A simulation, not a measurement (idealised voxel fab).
Documented hereafter: the process module known as voxel wiring stack.
FYI the section here is cut, 260 nm wide, cells are 5 nm squares.
When this document writes out a cross-section, it uses a grid of square cells and lists it as bands, beginning at the top and moving down, with a band standing for one or more rows of cells. The band entry comprises the height of the band's top followed by the height of its bottom, expressed in nm, and subsequently the band's materials from left to right, each stated together with its width in nm. Where a single material is marked with the word "all across", that material fills the band from edge to edge. The word "empty" represents empty space. Heads up on the height convention: 0 is the point under which the incoming wafer is all one material, and the lowest band has no bottom, it just keeps going down, like "0 down". It should be noted that a width expressed as "30 to 40" varies in equal increments from row to row of cells within the band, taking the value of the first number at the top row and that of the second number at the bottom row. Any step labelled "remained unchanged" changed none of the cells in the cross-section. If an empty space has no open way to the top and is at least 8 cells in size, "Enclosed empty spaces" lists it, written width x height at distance, where distance is measured from the left edge and every value is in nm. On each step's line, the part that comes after the settings is the simulator's own comment on the step. You can add "overlay nm" to a step's line. For a step with a mask, it describes how far the mask lay to the right of its planned position, and a negative number describes a lay to the left. Pairs, read this way: before one process step on the one hand, after it on the other, the after cross-section ending at the lowest band that changed; the step between, settings included, beneath. Same starting wafer throughout, but possibly different runs of this module, so no pair continues from the pair above unless its entry headed "Pre-step profile" says so.
Pre-step profile:
	0 down | Si all across
	Enclosed empty spaces: none
Post-Step Snapshot:
	10 to 0 | SiO2 all across
	At heights below 0, the structure remains unaltered.
	Enclosed empty spaces: none
Between the two cross-sections shown above, the process step is op CONFORMAL_DEP | material SiO2 | thk nm 10
Pre-step profile: The prior state of this step coincides with the post-step cross-section of the pair just above.
Post-Step Snapshot:
	15 to 10 | SiN all across
	At heights below 10, the structure remains unaltered.
	Enclosed empty spaces: none
Between the two cross-sections shown above, the process step is op CONFORMAL_DEP | material SiN | thk nm 5
Pre-step profile: The prior state of this step coincides with the post-step cross-section of the pair just above.
Post-Step Snapshot:
	35 to 15 | lowk all across
	At heights below 15, the structure remains unaltered.
	Enclosed empty spaces: none
Between the two cross-sections shown above, the process step is op DIRECTIONAL_DEP | material lowk | thk nm 20
Pre-step profile: The prior state of this step coincides with the post-step cross-section of the pair just above.
Post-Step Snapshot:
	50 to 35 | 60 of resist | 20 of empty | 20 of resist | 20 of empty | 20 of resist | 20 of empty | 20 of resist | 20 of empty | 60 of resist
	At heights below 35, the structure remains unaltered.
	Enclosed empty spaces: none
Between the two cross-sections shown above, the process step is op PATTERN | tone open | mask id METAL_1 | material resist | width nm 20 | pitch nm 40 | thk nm 15 | overlay nm 0
Pre-step profile: The prior state of this step coincides with the post-step cross-section of the pair just above.
Post-Step Snapshot:
	50 to 35 | 60 of resist | 20 of empty | 20 of resist | 20 of empty | 20 of resist | 20 of empty | 20 of resist | 20 of empty | 60 of resist
	35 to 15 | 60 of lowk | 20 of empty | 20 of lowk | 20 of empty | 20 of lowk | 20 of empty | 20 of lowk | 20 of empty | 60 of lowk
	At heights below 15, the structure remains unaltered.
	Enclosed empty spaces: none
Between the two cross-sections shown above, the process step is op DIRECTIONAL_ETCH | etch materials lowk | depth nm 20
Pre-step profile: The prior state of this step coincides with the post-step cross-section of the pair just above.
Post-Step Snapshot:
	50 to 35 | 60 of resist | 20 of empty | 20 of resist | 20 of empty | 20 of resist | 20 of empty | 20 of resist | 20 of empty | 60 of resist
	35 to 15 | 60 of lowk | 20 of empty | 20 of lowk | 20 of empty | 20 of lowk | 20 of empty | 20 of lowk | 20 of empty | 60 of lowk
	15 to 10 | 60 of SiN | 20 of empty | 20 of SiN | 20 of empty | 20 of SiN | 20 of empty | 20 of SiN | 20 of empty | 60 of SiN
	At heights below 10, the structure remains unaltered.
	Enclosed empty spaces: none
Between the two cross-sections shown above, the process step is op DIRECTIONAL_ETCH | etch materials SiN | depth nm 5
Pre-step profile: The prior state of this step coincides with the post-step cross-section of the pair just above.
Post-Step Snapshot:
	35 to 15 | 60 of lowk | 20 of empty | 20 of lowk | 20 of empty | 20 of lowk | 20 of empty | 20 of lowk | 20 of empty | 60 of lowk
	At heights below 15, the structure remains unaltered.
	Enclosed empty spaces: none
Between the two cross-sections shown above, the process step is op STRIP | etch materials resist
Pre-step profile: The prior state of this step coincides with the post-step cross-section of the pair just above.
Post-Step Snapshot:
	40 to 35 | 65 of TiN | 10 of empty | 30 of TiN | 10 of empty | 30 of TiN | 10 of empty | 30 of TiN | 10 of empty | 65 of TiN
	35 to 15 | 60 of lowk | 5 of TiN | 10 of empty | 5 of TiN | 20 of lowk | 5 of TiN | 10 of empty | 5 of TiN | 20 of lowk | 5 of TiN | 10 of empty | 5 of TiN | 20 of lowk | 5 of TiN | 10 of empty | 5 of TiN | 60 of lowk
	15 to 10 | 60 of SiN | 20 of TiN | 20 of SiN | 20 of TiN | 20 of SiN | 20 of TiN | 20 of SiN | 20 of TiN | 60 of SiN
	At heights below 10, the structure remains unaltered.
	Enclosed empty spaces: none
Between the two cross-sections shown above, the process step is op CONFORMAL_DEP | material TiN | thk nm 5
Pre-step profile: The prior state of this step coincides with the post-step cross-section of the pair just above.
Post-Step Snapshot:
	50 to 40 | Cu all across
	40 to 35 | 65 of TiN | 10 of Cu | 30 of TiN | 10 of Cu | 30 of TiN | 10 of Cu | 30 of TiN | 10 of Cu | 65 of TiN
	35 to 15 | 60 of lowk | 5 of TiN | 10 of Cu | 5 of TiN | 20 of lowk | 5 of TiN | 10 of Cu | 5 of TiN | 20 of lowk | 5 of TiN | 10 of Cu | 5 of TiN | 20 of lowk | 5 of TiN | 10 of Cu | 5 of TiN | 60 of lowk
	At heights below 15, the structure remains unaltered.
	Enclosed empty spaces: none
Between the two cross-sections shown above, the process step is op FILL_DEP | material Cu | thk nm 10
Pre-step profile: The prior state of this step coincides with the post-step cross-section of the pair just above.
Post-Step Snapshot:
	35 to 15 | 60 of lowk | 5 of TiN | 10 of Cu | 5 of TiN | 20 of lowk | 5 of TiN | 10 of Cu | 5 of TiN | 20 of lowk | 5 of TiN | 10 of Cu | 5 of TiN | 20 of lowk | 5 of TiN | 10 of Cu | 5 of TiN | 60 of lowk
	At heights below 15, the structure remains unaltered.
	Enclosed empty spaces: none
Between the two cross-sections shown above, the process step is op CMP | height nm 35
Pre-step profile: The prior state of this step coincides with the post-step cross-section of the pair just above.
Post-Step Snapshot:
	40 to 35 | 55 of empty | 30 of Ru | 10 of empty | 30 of Ru | 10 of empty | 30 of Ru | 10 of empty | 30 of Ru | 55 of empty
	At heights below 35, the structure remains unaltered.
	Enclosed empty spaces: none
Between the two cross-sections shown above, the process step is op EPI | material Ru | thk nm 5
Pre-step profile: The prior state of this step coincides with the post-step cross-section of the pair just above.
Post-Step Snapshot:
	45 to 40 | SiCN all across
	40 to 35 | 55 of SiCN | 30 of Ru | 10 of SiCN | 30 of Ru | 10 of SiCN | 30 of Ru | 10 of SiCN | 30 of Ru | 55 of SiCN
	At heights below 35, the structure remains unaltered.
	Enclosed empty spaces: none
Between the two cross-sections shown above, the process step is op FILL_DEP | material SiCN | thk nm 5
Pre-step profile: The prior state of this step coincides with the post-step cross-section of the pair just above.
Post-Step Snapshot:
	60 to 45 | SiO2 all across
	At heights below 45, the structure remains unaltered.
	Enclosed empty spaces: none
Between the two cross-sections shown above, the process step is op DIRECTIONAL_DEP | material SiO2 | thk nm 15
Pre-step profile: The prior state of this step coincides with the post-step cross-section of the pair just above.
Post-Step Snapshot:
	60 to 45 | 60 of SiO2 | 15 of empty | 25 of SiO2 | 15 of empty | 25 of SiO2 | 15 of empty | 25 of SiO2 | 15 of empty | 65 of SiO2
	At heights below 45, the structure remains unaltered.
	Enclosed empty spaces: none
Between the two cross-sections shown above, the process step is op MASKED_ETCH | tone open | mask id PLUG_1 | width nm 15 | pitch nm 40 | etch materials SiO2 | depth nm 15 | overlay nm 0
Pre-step profile: The prior state of this step coincides with the post-step cross-section of the pair just above.
Post-Step Snapshot:
	60 to 45 | 60 of SiO2 | 15 of empty | 25 of SiO2 | 15 of empty | 25 of SiO2 | 15 of empty | 25 of SiO2 | 15 of empty | 65 of SiO2
	45 to 40 | 60 of SiCN | 15 of empty | 25 of SiCN | 15 of empty | 25 of SiCN | 15 of empty | 25 of SiCN | 15 of empty | 65 of SiCN
	At heights below 40, the structure remains unaltered.
	Enclosed empty spaces: none
Between the two cross-sections shown above, the process step is op MASKED_ETCH | tone open | mask id PLUG_1 | width nm 15 | pitch nm 40 | etch materials SiCN | depth nm 5 | overlay nm 0
Pre-step profile: The prior state of this step coincides with the post-step cross-section of the pair just above.
Post-Step Snapshot:
	60 to 50 | 60 of SiO2 | 15 of empty | 25 of SiO2 | 15 of empty | 25 of SiO2 | 15 of empty | 25 of SiO2 | 15 of empty | 65 of SiO2
	50 to 45 | 60 of SiO2 | 15 of Ru | 25 of SiO2 | 15 of Ru | 25 of SiO2 | 15 of Ru | 25 of SiO2 | 15 of Ru | 65 of SiO2
	45 to 35 | 60 to 55 of SiCN | 15 to 30 of Ru | 25 to 10 of SiCN | 15 to 30 of Ru | 25 to 10 of SiCN | 15 to 30 of Ru | 25 to 10 of SiCN | 15 to 30 of Ru | 65 to 55 of SiCN
	At heights below 35, the structure remains unaltered.
	Enclosed empty spaces: none
Between the two cross-sections shown above, the process step is op EPI | material Ru | thk nm 10
Pre-step profile: The prior state of this step coincides with the post-step cross-section of the pair just above.
Post-Step Snapshot:
	60 to 45 | 60 of SiO2 | 15 of Ru | 25 of SiO2 | 15 of Ru | 25 of SiO2 | 15 of Ru | 25 of SiO2 | 15 of Ru | 65 of SiO2
	At heights below 45, the structure remains unaltered.
	Enclosed empty spaces: none
Between the two cross-sections shown above, the process step is op EPI | material Ru | thk nm 10
Pre-step profile: The prior state of this step coincides with the post-step cross-section of the pair just above.
Post-Step Snapshot:
	65 to 60 | SiN all across
	At heights below 60, the structure remains unaltered.
	Enclosed empty spaces: none
Between the two cross-sections shown above, the process step is op CONFORMAL_DEP | material SiN | thk nm 5
Pre-step profile: The prior state of this step coincides with the post-step cross-section of the pair just above.
Post-Step Snapshot:
	90 to 65 | SiO2 all across
	At heights below 65, the structure remains unaltered.
	Enclosed empty spaces: none
Between the two cross-sections shown above, the process step is op DIRECTIONAL_DEP | material SiO2 | thk nm 25
Pre-step profile: The prior state of this step coincides with the post-step cross-section of the pair just above.
Post-Step Snapshot:
	105 to 90 | 60 of resist | 20 of empty | 20 of resist | 20 of empty | 20 of resist | 20 of empty | 20 of resist | 20 of empty | 60 of resist
	At heights below 90, the structure remains unaltered.
	Enclosed empty spaces: none
Between the two cross-sections shown above, the process step is op PATTERN | tone open | mask id METAL_2 | material resist | width nm 20 | pitch nm 40 | thk nm 15 | overlay nm 0
Pre-step profile: The prior state of this step coincides with the post-step cross-section of the pair just above.
Post-Step Snapshot:
	105 to 90 | 60 of resist | 20 of empty | 20 of resist | 20 of empty | 20 of resist | 20 of empty | 20 of resist | 20 of empty | 60 of resist
	90 to 65 | 60 of SiO2 | 20 of empty | 20 of SiO2 | 20 of empty | 20 of SiO2 | 20 of empty | 20 of SiO2 | 20 of empty | 60 of SiO2
	At heights below 65, the structure remains unaltered.
	Enclosed empty spaces: none
Between the two cross-sections shown above, the process step is op DIRECTIONAL_ETCH | etch materials SiO2 | depth nm 25
Pre-step profile: The prior state of this step coincides with the post-step cross-section of the pair just above.
Post-Step Snapshot:
	105 to 90 | 60 of resist | 20 of empty | 20 of resist | 20 of empty | 20 of resist | 20 of empty | 20 of resist | 20 of empty | 60 of resist
	90 to 65 | 60 of SiO2 | 20 of empty | 20 of SiO2 | 20 of empty | 20 of SiO2 | 20 of empty | 20 of SiO2 | 20 of empty | 60 of SiO2
	65 to 60 | 60 of SiN | 20 of empty | 20 of SiN | 20 of empty | 20 of SiN | 20 of empty | 20 of SiN | 20 of empty | 60 of SiN
	At heights below 60, the structure remains unaltered.
	Enclosed empty spaces: none
Between the two cross-sections shown above, the process step is op DIRECTIONAL_ETCH | etch materials SiN | depth nm 5
Pre-step profile: The prior state of this step coincides with the post-step cross-section of the pair just above.
Post-Step Snapshot:
	90 to 65 | 60 of SiO2 | 20 of empty | 20 of SiO2 | 20 of empty | 20 of SiO2 | 20 of empty | 20 of SiO2 | 20 of empty | 60 of SiO2
	At heights below 65, the structure remains unaltered.
	Enclosed empty spaces: none
Between the two cross-sections shown above, the process step is op STRIP | etch materials resist
Pre-step profile: The prior state of this step coincides with the post-step cross-section of the pair just above.
Post-Step Snapshot:
	95 to 90 | 65 of TiN | 10 of empty | 30 of TiN | 10 of empty | 30 of TiN | 10 of empty | 30 of TiN | 10 of empty | 65 of TiN
	90 to 65 | 60 of SiO2 | 5 of TiN | 10 of empty | 5 of TiN | 20 of SiO2 | 5 of TiN | 10 of empty | 5 of TiN | 20 of SiO2 | 5 of TiN | 10 of empty | 5 of TiN | 20 of SiO2 | 5 of TiN | 10 of empty | 5 of TiN | 60 of SiO2
	65 to 60 | 60 of SiN | 20 of TiN | 20 of SiN | 20 of TiN | 20 of SiN | 20 of TiN | 20 of SiN | 20 of TiN | 60 of SiN
	At heights below 60, the structure remains unaltered.
	Enclosed empty spaces: none
Between the two cross-sections shown above, the process step is op CONFORMAL_DEP | material TiN | thk nm 5
Pre-step profile: The prior state of this step coincides with the post-step cross-section of the pair just above.
Post-Step Snapshot:
	100 to 95 | W all across
	95 to 90 | 65 of TiN | 10 of W | 30 of TiN | 10 of W | 30 of TiN | 10 of W | 30 of TiN | 10 of W | 65 of TiN
	90 to 65 | 60 of SiO2 | 5 of TiN | 10 of W | 5 of TiN | 20 of SiO2 | 5 of TiN | 10 of W | 5 of TiN | 20 of SiO2 | 5 of TiN | 10 of W | 5 of TiN | 20 of SiO2 | 5 of TiN | 10 of W | 5 of TiN | 60 of SiO2
	At heights below 65, the structure remains unaltered.
	Enclosed empty spaces: none
Between the two cross-sections shown above, the process step is op FILL_DEP | material W | thk nm 5
Pre-step profile: The prior state of this step coincides with the post-step cross-section of the pair just above.
Post-Step Snapshot:
	90 to 65 | 60 of SiO2 | 5 of TiN | 10 of W | 5 of TiN | 20 of SiO2 | 5 of TiN | 10 of W | 5 of TiN | 20 of SiO2 | 5 of TiN | 10 of W | 5 of TiN | 20 of SiO2 | 5 of TiN | 10 of W | 5 of TiN | 60 of SiO2
	At heights below 65, the structure remains unaltered.
	Enclosed empty spaces: none
Between the two cross-sections shown above, the process step is op CMP | height nm 90
Pre-step profile: The prior state of this step coincides with the post-step cross-section of the pair just above.
Post-Step Snapshot:
	95 to 90 | 55 of empty | 30 of Ru | 10 of empty | 30 of Ru | 10 of empty | 30 of Ru | 10 of empty | 30 of Ru | 55 of empty
	At heights below 90, the structure remains unaltered.
	Enclosed empty spaces: none
Between the two cross-sections shown above, the process step is op EPI | material Ru | thk nm 5
Pre-step profile: The prior state of this step coincides with the post-step cross-section of the pair just above.
Post-Step Snapshot:
	100 to 95 | SiCN all across
	95 to 90 | 55 of SiCN | 30 of Ru | 10 of SiCN | 30 of Ru | 10 of SiCN | 30 of Ru | 10 of SiCN | 30 of Ru | 55 of SiCN
	At heights below 90, the structure remains unaltered.
	Enclosed empty spaces: none
Between the two cross-sections shown above, the process step is op FILL_DEP | material SiCN | thk nm 5
Pre-step profile: The prior state of this step coincides with the post-step cross-section of the pair just above.
Post-Step Snapshot:
	135 to 100 | lowk all across
	At heights below 100, the structure remains unaltered.
	Enclosed empty spaces: none
Between the two cross-sections shown above, the process step is op DIRECTIONAL_DEP | material lowk | thk nm 35
Pre-step profile: The prior state of this step coincides with the post-step cross-section of the pair just above.
Post-Step Snapshot:
	135 to 115 | 60 of lowk | 20 of empty | 20 of lowk | 20 of empty | 20 of lowk | 20 of empty | 20 of lowk | 20 of empty | 60 of lowk
	At heights below 115, the structure remains unaltered.
	Enclosed empty spaces: none
Between the two cross-sections shown above, the process step is op MASKED_ETCH | tone open | mask id METAL_3 | width nm 20 | pitch nm 40 | etch materials lowk | depth nm 20 | overlay nm 0
Pre-step profile: The prior state of this step coincides with the post-step cross-section of the pair just above.
Post-Step Snapshot:
	150 to 135 | 60 of aC | 20 of empty | 20 of aC | 20 of empty | 20 of aC | 20 of empty | 20 of aC | 20 of empty | 60 of aC
	135 to 130 | 60 of lowk | 20 of empty | 20 of lowk | 20 of empty | 20 of lowk | 20 of empty | 20 of lowk | 20 of empty | 60 of lowk
	130 to 115 | 60 of lowk | 20 of aC | 20 of lowk | 20 of aC | 20 of lowk | 20 of aC | 20 of lowk | 20 of aC | 60 of lowk
	At heights below 115, the structure remains unaltered.
	Enclosed empty spaces: none
Between the two cross-sections shown above, the process step is op DIRECTIONAL_DEP | material aC | thk nm 15
Pre-step profile: The prior state of this step coincides with the post-step cross-section of the pair just above.
Post-Step Snapshot:
	185 to 150 | 60 of resist | 15 of empty | 65 of resist | 15 of empty | 105 of resist
	150 to 135 | 60 of aC | 15 of empty | 5 of resist | 20 of aC | 20 of resist | 20 of aC | 15 of empty | 5 of resist | 20 of aC | 20 of resist | 60 of aC
	135 to 130 | 60 of lowk | 15 of empty | 5 of resist | 20 of lowk | 20 of resist | 20 of lowk | 15 of empty | 5 of resist | 20 of lowk | 20 of resist | 60 of lowk
	At heights below 130, the structure remains unaltered.
	Enclosed empty spaces: none
Between the two cross-sections shown above, the process step is op PATTERN | tone open | mask id METAL_3_HOLES | material resist | width nm 15 | pitch nm 80 | thk nm 35 | overlay nm 0
Pre-step profile: The prior state of this step coincides with the post-step cross-section of the pair just above.
Post-Step Snapshot:
	170 to 150 | 60 of resist | 15 of empty | 65 of resist | 15 of empty | 105 of resist
	150 to 135 | 60 of aC | 15 of empty | 5 of resist | 20 of aC | 20 of resist | 20 of aC | 15 of empty | 5 of resist | 20 of aC | 20 of resist | 60 of aC
	135 to 130 | 60 of lowk | 15 of empty | 5 of resist | 20 of lowk | 20 of resist | 20 of lowk | 15 of empty | 5 of resist | 20 of lowk | 20 of resist | 60 of lowk
	130 to 115 | 60 of lowk | 15 of empty | 5 of aC | 20 of lowk | 20 of aC | 20 of lowk | 15 of empty | 5 of aC | 20 of lowk | 20 of aC | 60 of lowk
	At heights below 115, the structure remains unaltered.
	Enclosed empty spaces: none
Between the two cross-sections shown above, the process step is op DIRECTIONAL_ETCH | etch materials aC | depth nm 15
Pre-step profile: The prior state of this step coincides with the post-step cross-section of the pair just above.
Post-Step Snapshot:
	150 to 135 | 60 of aC | 20 of empty | 20 of aC | 20 of empty | 20 of aC | 20 of empty | 20 of aC | 20 of empty | 60 of aC
	135 to 130 | 60 of lowk | 20 of empty | 20 of lowk | 20 of empty | 20 of lowk | 20 of empty | 20 of lowk | 20 of empty | 60 of lowk
	At heights below 130, the structure remains unaltered.
	Enclosed empty spaces: none
Between the two cross-sections shown above, the process step is op STRIP | etch materials resist
Pre-step profile: The prior state of this step coincides with the post-step cross-section of the pair just above.
Post-Step Snapshot:
	150 to 135 | 60 of aC | 20 of empty | 20 of aC | 20 of empty | 20 of aC | 20 of empty | 20 of aC | 20 of empty | 60 of aC
	135 to 130 | 60 of lowk | 20 of empty | 20 of lowk | 20 of empty | 20 of lowk | 20 of empty | 20 of lowk | 20 of empty | 60 of lowk
	130 to 115 | 60 of lowk | 15 of empty | 5 of aC | 20 of lowk | 20 of aC | 20 of lowk | 15 of empty | 5 of aC | 20 of lowk | 20 of aC | 60 of lowk
	115 to 100 | 60 of lowk | 15 of empty | 65 of lowk | 15 of empty | 105 of lowk
	At heights below 100, the structure remains unaltered.
	Enclosed empty spaces: none
Between the two cross-sections shown above, the process step is op DIRECTIONAL_ETCH | etch materials lowk | depth nm 15
Pre-step profile: The prior state of this step coincides with the post-step cross-section of the pair just above.
Post-Step Snapshot:
	150 to 135 | 60 of aC | 20 of empty | 20 of aC | 20 of empty | 20 of aC | 20 of empty | 20 of aC | 20 of empty | 60 of aC
	135 to 130 | 60 of lowk | 20 of empty | 20 of lowk | 20 of empty | 20 of lowk | 20 of empty | 20 of lowk | 20 of empty | 60 of lowk
	130 to 115 | 60 of lowk | 15 of empty | 5 of aC | 20 of lowk | 20 of aC | 20 of lowk | 15 of empty | 5 of aC | 20 of lowk | 20 of aC | 60 of lowk
	115 to 100 | 60 of lowk | 15 of empty | 65 of lowk | 15 of empty | 105 of lowk
	100 to 95 | 60 of SiCN | 15 of empty | 65 of SiCN | 15 of empty | 105 of SiCN
	At heights below 95, the structure remains unaltered.
	Enclosed empty spaces: none
Between the two cross-sections shown above, the process step is op DIRECTIONAL_ETCH | etch materials SiCN | depth nm 5
Pre-step profile: The prior state of this step coincides with the post-step cross-section of the pair just above.
Post-Step Snapshot:
	135 to 115 | 60 of lowk | 20 of empty | 20 of lowk | 20 of empty | 20 of lowk | 20 of empty | 20 of lowk | 20 of empty | 60 of lowk
	At heights below 115, the structure remains unaltered.
	Enclosed empty spaces: none
Between the two cross-sections shown above, the process step is op STRIP | etch materials aC
Pre-step profile: The prior state of this step coincides with the post-step cross-section of the pair just above.
Post-Step Snapshot:
	140 to 135 | 65 of TiN | 10 of empty | 30 of TiN | 10 of empty | 30 of TiN | 10 of empty | 30 of TiN | 10 of empty | 65 of TiN
	135 to 120 | 60 of lowk | 5 of TiN | 10 of empty | 5 of TiN | 20 of lowk | 5 of TiN | 10 of empty | 5 of TiN | 20 of lowk | 5 of TiN | 10 of empty | 5 of TiN | 20 of lowk | 5 of TiN | 10 of empty | 5 of TiN | 60 of lowk
	120 to 115 | 60 of lowk | 5 of TiN | 5 of empty | 10 of TiN | 20 of lowk | 20 of TiN | 20 of lowk | 5 of TiN | 5 of empty | 10 of TiN | 20 of lowk | 20 of TiN | 60 of lowk
	115 to 100 | 60 of lowk | 5 of TiN | 5 of empty | 5 of TiN | 65 of lowk | 5 of TiN | 5 of empty | 5 of TiN | 105 of lowk
	100 to 95 | 60 of SiCN | 15 of TiN | 65 of SiCN | 15 of TiN | 105 of SiCN
	At heights below 95, the structure remains unaltered.
	Enclosed empty spaces: none
Between the two cross-sections shown above, the process step is op CONFORMAL_DEP | material TiN | thk nm 5
Pre-step profile: The prior state of this step coincides with the post-step cross-section of the pair just above.
Post-Step Snapshot:
	150 to 140 | Ru all across
	140 to 135 | 65 of TiN | 10 of Ru | 30 of TiN | 10 of Ru | 30 of TiN | 10 of Ru | 30 of TiN | 10 of Ru | 65 of TiN
	135 to 120 | 60 of lowk | 5 of TiN | 10 of Ru | 5 of TiN | 20 of lowk | 5 of TiN | 10 of Ru | 5 of TiN | 20 of lowk | 5 of TiN | 10 of Ru | 5 of TiN | 20 of lowk | 5 of TiN | 10 of Ru | 5 of TiN | 60 of lowk
	120 to 115 | 60 of lowk | 5 of TiN | 5 of Ru | 10 of TiN | 20 of lowk | 20 of TiN | 20 of lowk | 5 of TiN | 5 of Ru | 10 of TiN | 20 of lowk | 20 of TiN | 60 of lowk
	115 to 100 | 60 of lowk | 5 of TiN | 5 of Ru | 5 of TiN | 65 of lowk | 5 of TiN | 5 of Ru | 5 of TiN | 105 of lowk
	At heights below 100, the structure remains unaltered.
	Enclosed empty spaces: none
Between the two cross-sections shown above, the process step is op FILL_DEP | material Ru | thk nm 10
Pre-step profile: The prior state of this step coincides with the post-step cross-section of the pair just above.
Post-Step Snapshot:
	135 to 120 | 60 of lowk | 5 of TiN | 10 of Ru | 5 of TiN | 20 of lowk | 5 of TiN | 10 of Ru | 5 of TiN | 20 of lowk | 5 of TiN | 10 of Ru | 5 of TiN | 20 of lowk | 5 of TiN | 10 of Ru | 5 of TiN | 60 of lowk
	At heights below 120, the structure remains unaltered.
	Enclosed empty spaces: none
Between the two cross-sections shown above, the process step is op CMP | height nm 135
Pre-step profile: The prior state of this step coincides with the post-step cross-section of the pair just above.
Post-Step Snapshot:
	140 to 135 | SiCN all across
	At heights below 135, the structure remains unaltered.
	Enclosed empty spaces: none
Between the two cross-sections shown above, the process step is op CONFORMAL_DEP | material SiCN | thk nm 5
Pre-step profile:
	50 to 40 | Cu all across
	40 to 35 | 65 of TiN | 10 of Cu | 30 of TiN | 10 of Cu | 30 of TiN | 10 of Cu | 30 of TiN | 10 of Cu | 65 of TiN
	35 to 15 | 60 of lowk | 5 of TiN | 10 of Cu | 5 of TiN | 20 of lowk | 5 of TiN | 10 of Cu | 5 of TiN | 20 of lowk | 5 of TiN | 10 of Cu | 5 of TiN | 20 of lowk | 5 of TiN | 10 of Cu | 5 of TiN | 60 of lowk
	15 to 10 | 60 of SiN | 20 of TiN | 20 of SiN | 20 of TiN | 20 of SiN | 20 of TiN | 20 of SiN | 20 of TiN | 60 of SiN
	10 to 0 | SiO2 all across
	0 down | Si all across
	Enclosed empty spaces: none
Post-Step Snapshot:
	55 to 50 | Ru all across
	At heights below 50, the structure remains unaltered.
	Enclosed empty spaces: none
Between the two cross-sections shown above, the process step is op EPI | material Ru | thk nm 5
Pre-step profile: The prior state of this step coincides with the post-step cross-section of the pair just above.
Post-Step Snapshot:
	60 to 55 | SiCN all across
	At heights below 55, the structure remains unaltered.
	Enclosed empty spaces: none
Between the two cross-sections shown above, the process step is op FILL_DEP | material SiCN | thk nm 5
Pre-step profile: The prior state of this step coincides with the post-step cross-section of the pair just above.
Post-Step Snapshot:
	75 to 60 | SiO2 all across
	At heights below 60, the structure remains unaltered.
	Enclosed empty spaces: none
Between the two cross-sections shown above, the process step is op DIRECTIONAL_DEP | material SiO2 | thk nm 15
Pre-step profile: The prior state of this step coincides with the post-step cross-section of the pair just above.
Post-Step Snapshot:
	75 to 60 | 60 of SiO2 | 15 of empty | 25 of SiO2 | 15 of empty | 25 of SiO2 | 15 of empty | 25 of SiO2 | 15 of empty | 65 of SiO2
	At heights below 60, the structure remains unaltered.
	Enclosed empty spaces: none
Between the two cross-sections shown above, the process step is op MASKED_ETCH | tone open | mask id PLUG_1 | width nm 15 | pitch nm 40 | etch materials SiO2 | depth nm 15 | overlay nm 0
Pre-step profile: The prior state of this step coincides with the post-step cross-section of the pair just above.
Post-Step Snapshot:
	75 to 60 | 60 of SiO2 | 15 of empty | 25 of SiO2 | 15 of empty | 25 of SiO2 | 15 of empty | 25 of SiO2 | 15 of empty | 65 of SiO2
	60 to 55 | 60 of SiCN | 15 of empty | 25 of SiCN | 15 of empty | 25 of SiCN | 15 of empty | 25 of SiCN | 15 of empty | 65 of SiCN
	At heights below 55, the structure remains unaltered.
	Enclosed empty spaces: none
Between the two cross-sections shown above, the process step is op MASKED_ETCH | tone open | mask id PLUG_1 | width nm 15 | pitch nm 40 | etch materials SiCN | depth nm 5 | overlay nm 0
Pre-step profile: The prior state of this step coincides with the post-step cross-section of the pair just above.
Post-Step Snapshot:
	75 to 65 | 60 of SiO2 | 15 of empty | 25 of SiO2 | 15 of empty | 25 of SiO2 | 15 of empty | 25 of SiO2 | 15 of empty | 65 of SiO2
	65 to 60 | 60 of SiO2 | 15 of Ru | 25 of SiO2 | 15 of Ru | 25 of SiO2 | 15 of Ru | 25 of SiO2 | 15 of Ru | 65 of SiO2
	60 to 55 | 60 of SiCN | 15 of Ru | 25 of SiCN | 15 of Ru | 25 of SiCN | 15 of Ru | 25 of SiCN | 15 of Ru | 65 of SiCN
	At heights below 55, the structure remains unaltered.
	Enclosed empty spaces: none
Between the two cross-sections shown above, the process step is op EPI | material Ru | thk nm 10
Pre-step profile: The prior state of this step coincides with the post-step cross-section of the pair just above.
Post-Step Snapshot:
	75 to 60 | 60 of SiO2 | 15 of Ru | 25 of SiO2 | 15 of Ru | 25 of SiO2 | 15 of Ru | 25 of SiO2 | 15 of Ru | 65 of SiO2
	At heights below 60, the structure remains unaltered.
	Enclosed empty spaces: none
Between the two cross-sections shown above, the process step is op EPI | material Ru | thk nm 10
Pre-step profile: The prior state of this step coincides with the post-step cross-section of the pair just above.
Post-Step Snapshot:
	80 to 75 | SiN all across
	At heights below 75, the structure remains unaltered.
	Enclosed empty spaces: none
Between the two cross-sections shown above, the process step is op CONFORMAL_DEP | material SiN | thk nm 5
Pre-step profile: The prior state of this step coincides with the post-step cross-section of the pair just above.
Post-Step Snapshot:
	105 to 80 | SiO2 all across
	At heights below 80, the structure remains unaltered.
	Enclosed empty spaces: none
Between the two cross-sections shown above, the process step is op DIRECTIONAL_DEP | material SiO2 | thk nm 25
Pre-step profile: The prior state of this step coincides with the post-step cross-section of the pair just above.
Post-Step Snapshot:
	120 to 105 | 60 of resist | 20 of empty | 20 of resist | 20 of empty | 20 of resist | 20 of empty | 20 of resist | 20 of empty | 60 of resist
	At heights below 105, the structure remains unaltered.
	Enclosed empty spaces: none
Between the two cross-sections shown above, the process step is op PATTERN | tone open | mask id METAL_2 | material resist | width nm 20 | pitch nm 40 | thk nm 15 | overlay nm 0
Pre-step profile: The prior state of this step coincides with the post-step cross-section of the pair just above.
Post-Step Snapshot:
	120 to 105 | 60 of resist | 20 of empty | 20 of resist | 20 of empty | 20 of resist | 20 of empty | 20 of resist | 20 of empty | 60 of resist
	105 to 80 | 60 of SiO2 | 20 of empty | 20 of SiO2 | 20 of empty | 20 of SiO2 | 20 of empty | 20 of SiO2 | 20 of empty | 60 of SiO2
	At heights below 80, the structure remains unaltered.
	Enclosed empty spaces: none
Between the two cross-sections shown above, the process step is op DIRECTIONAL_ETCH | etch materials SiO2 | depth nm 25
Pre-step profile: The prior state of this step coincides with the post-step cross-section of the pair just above.
Post-Step Snapshot:
	120 to 105 | 60 of resist | 20 of empty | 20 of resist | 20 of empty | 20 of resist | 20 of empty | 20 of resist | 20 of empty | 60 of resist
	105 to 80 | 60 of SiO2 | 20 of empty | 20 of SiO2 | 20 of empty | 20 of SiO2 | 20 of empty | 20 of SiO2 | 20 of empty | 60 of SiO2
	80 to 75 | 60 of SiN | 20 of empty | 20 of SiN | 20 of empty | 20 of SiN | 20 of empty | 20 of SiN | 20 of empty | 60 of SiN
	At heights below 75, the structure remains unaltered.
	Enclosed empty spaces: none
Between the two cross-sections shown above, the process step is op DIRECTIONAL_ETCH | etch materials SiN | depth nm 5
Pre-step profile: The prior state of this step coincides with the post-step cross-section of the pair just above.
Post-Step Snapshot:
	105 to 80 | 60 of SiO2 | 20 of empty | 20 of SiO2 | 20 of empty | 20 of SiO2 | 20 of empty | 20 of SiO2 | 20 of empty | 60 of SiO2
	At heights below 80, the structure remains unaltered.
	Enclosed empty spaces: none
Between the two cross-sections shown above, the process step is op STRIP | etch materials resist
